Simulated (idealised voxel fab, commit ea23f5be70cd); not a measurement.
process module | voxel gate over fins
cross-section cut | 235 nm wide | cells 5 nm
A cross-section is a grid of square cells, given in bands from the top down. A band is one or more rows of cells.
Each band's line starts with the height of the band's top and of its bottom, in nm. Then come its materials from left to right, each with its width in nm. One material with "throughout" fills the band from edge to edge. "air" is empty space.
Height 0 is the level under which the wafer as received is all one material. The lowest band goes on downwards, as in "0 down".
A width such as "30 to 40" changes by the same amount from each row of cells to the next, from the band's top row to its bottom row.
"no change" after a step means that no cell of the cross-section changed.
closed voids: empty space of 8 cells or more with no open way to the top, each as width x height at its distance from the left edge, in nm
after a step's settings: what the simulator itself notes on the step
overlay nm, on a step with a mask: how far to the right of its planned place the mask lay; to the left if negative
plan
1 op RECEIVE | material Si
2 op CONFORMAL_DEP | material SiN | thk nm 10
3 op MASKED_ETCH | tone cover | mask id FINS | width nm 15 | pitch nm 35 | etch materials SiN | depth nm 10 | overlay nm 0
4 op MASKED_ETCH | tone cover | mask id FINS | width nm 15 | pitch nm 35 | etch materials Si | depth nm 35 | overlay nm 0
5 op FILL_DEP | material SiO2 | thk nm 15
6 op CMP | height nm 10
7 op SELECTIVE_ETCH | etch materials SiO2 | depth nm 20
8 op STRIP | etch materials SiN
9 op CONFORMAL_DEP | material HfO2 | thk nm 5
10 op CONFORMAL_DEP | material TiN | thk nm 5
11 op FILL_DEP | material W | thk nm 15
12 op CMP | height nm 20
13 op CONFORMAL_DEP | material SiCN | thk nm 5
as received, after step 1
  0 down: Si throughout
  closed voids: none
a wafer at the end: this start, this plan, one mistake
  25 to 20: SiCN throughout
  20 to 10: W throughout
  10 to 5: W 80 | HfO2 70 | W 85
  5 to 0: W 80 | HfO2 5 | TiN 25 | HfO2 10 | TiN 25 | HfO2 5 | W 85
  0 to -5: HfO2 85 | TiN 5 | Si 15 | TiN 5 | HfO2 10 | TiN 5 | Si 15 | TiN 5 | HfO2 90
  -5 to -10: TiN 90 | Si 15 | TiN 20 | Si 15 | TiN 95
  -10 to -35: SiO2 90 | Si 15 | SiO2 20 | Si 15 | SiO2 95
  -35 down: Si throughout
  closed voids: none
what went wrong: steps 9 and 10 were swapped
